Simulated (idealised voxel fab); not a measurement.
The document below concerns the process module designated voxel self aligned contacts.
Square cells of 5 nm make up the cross-section cut, whose width is 300 nm.
Cross-section layout: square cells on a grid; listed as bands, top to bottom; a band spans one or more cell rows. Heights first: top, then bottom, in nm. Then materials, left to right, each with a width in nm. "full width" on a single material: fills the band edge to edge. "air": empty space. Beneath 0, the wafer as received is one material, and that level is where height counting begins. The lowest band goes on downward without a bottom; it is written like "0 down". A width such as "30->40" changes by the same amount from each row of cells to the next, from the band's top row to its bottom row. "remained the same" for a step: no cell of the cross-section changed in that step. Reported under the label "Fully sealed cavities" are the empty spaces having no open way to the top and comprising 8 cells or more; the notation for each is width x height at distance, in which the distance is measured from the left edge and all three values are in nm. It should be noted that, on the line of a given step, the content following the step's settings is a remark produced by the simulator itself with respect to that step. A step's line can hold "overlay nm"; with a mask on that step, the setting says how far right of the planned place the mask lay, while a negative setting says it lay to the left.
[List of planned process steps]
1: RECEIVE with material Si
2: OXIDIZE with depth nm 5
3: DIRECTIONAL_DEP with material polySi, thk nm 25
4: DIRECTIONAL_DEP with material SiN, thk nm 25
5: MASKED_ETCH with tone cover, mask id GATE, width nm 30, pitch nm 75, etch materials SiN, depth nm 25, overlay nm 0
6: MASKED_ETCH with tone cover, mask id GATE, width nm 30, pitch nm 75, etch materials polySi, depth nm 25, overlay nm 0
7: CONFORMAL_DEP with material SiN, thk nm 10
8: DIRECTIONAL_ETCH with etch materials SiN, depth nm 10
9: FILL_DEP with material SiO2, thk nm 15
10: CMP with height nm 55
11: PATTERN with tone open, mask id CONTACT, material resist, width nm 55, pitch nm 75, thk nm 15, overlay nm 0
12: DIRECTIONAL_ETCH with etch materials SiO2, depth nm 60
13: STRIP with etch materials resist
14: CONFORMAL_DEP with material TiN, thk nm 5
15: FILL_DEP with material W, thk nm 5
16: CMP with height nm 55
17: CONFORMAL_DEP with material SiN, thk nm 5
[first wafer, as planned]
[Cross-sectional view of the wafer in its as-received condition, corresponding to the state after step 1]
> 0 down | Si full width
> Fully sealed cavities: none
[Sectional view: wafer, after step 2]
> 0 to -5 | SiO2 full width
> Everything below -5 is unchanged.
[Sectional view: wafer, after step 3]
> 25 to 0 | polySi full width
> Everything below 0 is unchanged.
[Sectional view: wafer, after step 4]
> 50 to 25 | SiN full width
> Everything below 25 is unchanged.
[Sectional view: wafer, after step 5]
> 50 to 25 | air (60) | SiN (30) | air (45) | SiN (30) | air (45) | SiN (30) | air (60)
> Everything below 25 is unchanged.
[Sectional view: wafer, after step 6]
> 50 to 25 | air (60) | SiN (30) | air (45) | SiN (30) | air (45) | SiN (30) | air (60)
> 25 to 0 | air (60) | polySi (30) | air (45) | polySi (30) | air (45) | polySi (30) | air (60)
> Everything below 0 is unchanged.
[Sectional view: wafer, after step 7]
> 60 to 25 | air (50) | SiN (50) | air (25) | SiN (50) | air (25) | SiN (50) | air (50)
> 25 to 10 | air (50) | SiN (10) | polySi (30) | SiN (10) | air (25) | SiN (10) | polySi (30) | SiN (10) | air (25) | SiN (10) | polySi (30) | SiN (10) | air (50)
> 10 to 0 | SiN (60) | polySi (30) | SiN (45) | polySi (30) | SiN (45) | polySi (30) | SiN (60)
> Everything below 0 is unchanged.
[Sectional view: wafer, after step 8]
> 50 to 25 | air (50) | SiN (50) | air (25) | SiN (50) | air (25) | SiN (50) | air (50)
> 25 to 0 | air (50) | SiN (10) | polySi (30) | SiN (10) | air (25) | SiN (10) | polySi (30) | SiN (10) | air (25) | SiN (10) | polySi (30) | SiN (10) | air (50)
> Everything below 0 is unchanged.
[Sectional view: wafer, after step 9]
> 65 to 50 | SiO2 full width
> 50 to 25 | SiO2 (50) | SiN (50) | SiO2 (25) | SiN (50) | SiO2 (25) | SiN (50) | SiO2 (50)
> 25 to 0 | SiO2 (50) | SiN (10) | polySi (30) | SiN (10) | SiO2 (25) | SiN (10) | polySi (30) | SiN (10) | SiO2 (25) | SiN (10) | polySi (30) | SiN (10) | SiO2 (50)
> Everything below 0 is unchanged.
[Sectional view: wafer, after step 10]
> 55 to 50 | SiO2 full width
> Everything below 50 is unchanged.
[Sectional view: wafer, after step 11]
> 70 to 55 | resist (85) | air (55) | resist (20) | air (55) | resist (85)
> Everything below 55 is unchanged.
[Sectional view: wafer, after step 12]
> 70 to 55 | resist (85) | air (55) | resist (20) | air (55) | resist (85)
> 55 to 50 | SiO2 (85) | air (55) | SiO2 (20) | air (55) | SiO2 (85)
> 50 to 25 | SiO2 (50) | SiN (50) | air (25) | SiN (50) | air (25) | SiN (50) | SiO2 (50)
> 25 to 0 | SiO2 (50) | SiN (10) | polySi (30) | SiN (10) | air (25) | SiN (10) | polySi (30) | SiN (10) | air (25) | SiN (10) | polySi (30) | SiN (10) | SiO2 (50)
> 0 to -5 | SiO2 (100) | air (25) | SiO2 (50) | air (25) | SiO2 (100)
> Everything below -5 is unchanged.
[Sectional view: wafer, after step 13]
> 55 to 50 | SiO2 (85) | air (55) | SiO2 (20) | air (55) | SiO2 (85)
> Everything below 50 is unchanged.
[Sectional view: wafer, after step 14]
> 60 to 55 | TiN (90) | air (45) | TiN (30) | air (45) | TiN (90)
> 55 to 50 | SiO2 (85) | TiN (20) | air (15) | TiN (20) | SiO2 (20) | TiN (20) | air (15) | TiN (20) | SiO2 (85)
> 50 to 25 | SiO2 (50) | SiN (50) | TiN (5) | air (15) | TiN (5) | SiN (50) | TiN (5) | air (15) | TiN (5) | SiN (50) | SiO2 (50)
> 25 to 0 | SiO2 (50) | SiN (10) | polySi (30) | SiN (10) | TiN (5) | air (15) | TiN (5) | SiN (10) | polySi (30) | SiN (10) | TiN (5) | air (15) | TiN (5) | SiN (10) | polySi (30) | SiN (10) | SiO2 (50)
> 0 to -5 | SiO2 (100) | TiN (25) | SiO2 (50) | TiN (25) | SiO2 (100)
> Everything below -5 is unchanged.
[Sectional view: wafer, after step 15]
> 65 to 60 | W full width
> 60 to 55 | TiN (90) | W (45) | TiN (30) | W (45) | TiN (90)
> 55 to 50 | SiO2 (85) | TiN (20) | W (15) | TiN (20) | SiO2 (20) | TiN (20) | W (15) | TiN (20) | SiO2 (85)
> 50 to 25 | SiO2 (50) | SiN (50) | TiN (5) | W (15) | TiN (5) | SiN (50) | TiN (5) | W (15) | TiN (5) | SiN (50) | SiO2 (50)
> 25 to 0 | SiO2 (50) | SiN (10) | polySi (30) | SiN (10) | TiN (5) | W (15) | TiN (5) | SiN (10) | polySi (30) | SiN (10) | TiN (5) | W (15) | TiN (5) | SiN (10) | polySi (30) | SiN (10) | SiO2 (50)
> Everything below 0 is unchanged.
[Sectional view: wafer, after step 16]
> 55 to 50 | SiO2 (85) | TiN (20) | W (15) | TiN (20) | SiO2 (20) | TiN (20) | W (15) | TiN (20) | SiO2 (85)
> Everything below 50 is unchanged.
[Sectional view: wafer, after step 17]
> 60 to 55 | SiN full width
> Everything below 55 is unchanged.
[Second wafer, same starting state and plan as the first, one mistake in the run, identical through step 2]
[when step 3 should have ended]
> 50 to 0 | polySi full width
> Everything below 0 is unchanged.
[when step 4 should have ended]
> 75 to 50 | SiN full width
> Everything below 50 is unchanged.
[when step 5 should have ended]
> 75 to 50 | air (60) | SiN (30) | air (45) | SiN (30) | air (45) | SiN (30) | air (60)
> Everything below 50 is unchanged.
[when step 6 should have ended]
> 75 to 50 | air (60) | SiN (30) | air (45) | SiN (30) | air (45) | SiN (30) | air (60)
> 50 to 25 | air (60) | polySi (30) | air (45) | polySi (30) | air (45) | polySi (30) | air (60)
> Everything below 25 is unchanged.
[when step 7 should have ended]
> 85 to 50 | air (50) | SiN (50) | air (25) | SiN (50) | air (25) | SiN (50) | air (50)
> 50 to 35 | air (50) | SiN (10) | polySi (30) | SiN (10) | air (25) | SiN (10) | polySi (30) | SiN (10) | air (25) | SiN (10) | polySi (30) | SiN (10) | air (50)
> 35 to 25 | SiN (60) | polySi (30) | SiN (45) | polySi (30) | SiN (45) | polySi (30) | SiN (60)
> Everything below 25 is unchanged.
[when step 8 should have ended]
> 75 to 50 | air (50) | SiN (50) | air (25) | SiN (50) | air (25) | SiN (50) | air (50)
> 50 to 25 | air (50) | SiN (10) | polySi (30) | SiN (10) | air (25) | SiN (10) | polySi (30) | SiN (10) | air (25) | SiN (10) | polySi (30) | SiN (10) | air (50)
> Everything below 25 is unchanged.
[when step 9 should have ended]
> 90 to 75 | SiO2 full width
> 75 to 50 | SiO2 (50) | SiN (50) | SiO2 (25) | SiN (50) | SiO2 (25) | SiN (50) | SiO2 (50)
> 50 to 25 | SiO2 (50) | SiN (10) | polySi (30) | SiN (10) | SiO2 (25) | SiN (10) | polySi (30) | SiN (10) | SiO2 (25) | SiN (10) | polySi (30) | SiN (10) | SiO2 (50)
> Everything below 25 is unchanged.
[when step 10 should have ended]
> 55 to 50 | SiO2 (50) | SiN (50) | SiO2 (25) | SiN (50) | SiO2 (25) | SiN (50) | SiO2 (50)
> Everything below 50 is unchanged.
[when step 11 should have ended]
> 70 to 55 | resist (85) | air (55) | resist (20) | air (55) | resist (85)
> Everything below 55 is unchanged.
[when step 12 should have ended]
> 70 to 55 | resist (85) | air (55) | resist (20) | air (55) | resist (85)
> 55 to 50 | SiO2 (50) | SiN (50) | air (25) | SiN (50) | air (25) | SiN (50) | SiO2 (50)
> 50 to 25 | SiO2 (50) | SiN (10) | polySi (30) | SiN (10) | air (25) | SiN (10) | polySi (30) | SiN (10) | air (25) | SiN (10) | polySi (30) | SiN (10) | SiO2 (50)
> Everything below 25 is unchanged.
[when step 13 should have ended]
> 55 to 50 | SiO2 (50) | SiN (50) | air (25) | SiN (50) | air (25) | SiN (50) | SiO2 (50)
> Everything below 50 is unchanged.
[when step 14 should have ended]
> 60 to 55 | TiN (105) | air (15) | TiN (60) | air (15) | TiN (105)
> 55 to 50 | SiO2 (50) | SiN (50) | TiN (5) | air (15) | TiN (5) | SiN (50) | TiN (5) | air (15) | TiN (5) | SiN (50) | SiO2 (50)
> 50 to 30 | SiO2 (50) | SiN (10) | polySi (30) | SiN (10) | TiN (5) | air (15) | TiN (5) | SiN (10) | polySi (30) | SiN (10) | TiN (5) | air (15) | TiN (5) | SiN (10) | polySi (30) | SiN (10) | SiO2 (50)
> 30 to 25 | SiO2 (50) | SiN (10) | polySi (30) | SiN (10) | TiN (25) | SiN (10) | polySi (30) | SiN (10) | TiN (25) | SiN (10) | polySi (30) | SiN (10) | SiO2 (50)
> Everything below 25 is unchanged.
[when step 15 should have ended]
> 65 to 60 | W full width
> 60 to 55 | TiN (105) | W (15) | TiN (60) | W (15) | TiN (105)
> 55 to 50 | SiO2 (50) | SiN (50) | TiN (5) | W (15) | TiN (5) | SiN (50) | TiN (5) | W (15) | TiN (5) | SiN (50) | SiO2 (50)
> 50 to 30 | SiO2 (50) | SiN (10) | polySi (30) | SiN (10) | TiN (5) | W (15) | TiN (5) | SiN (10) | polySi (30) | SiN (10) | TiN (5) | W (15) | TiN (5) | SiN (10) | polySi (30) | SiN (10) | SiO2 (50)
> Everything below 30 is unchanged.
[when step 16 should have ended]
> 55 to 50 | SiO2 (50) | SiN (50) | TiN (5) | W (15) | TiN (5) | SiN (50) | TiN (5) | W (15) | TiN (5) | SiN (50) | SiO2 (50)
> Everything below 50 is unchanged.
[when step 17 should have ended]
> 60 to 55 | SiN full width
> Everything below 55 is unchanged.
So what did we get wrong on this run? step 3 of the plan was twice carried out
FYI, end of process, the second wafer has more or fewer cells of some materials than the first: SiN: 120 fewer | SiO2: 108 fewer | TiN: 36 fewer | W: 36 fewer | polySi: 300 more
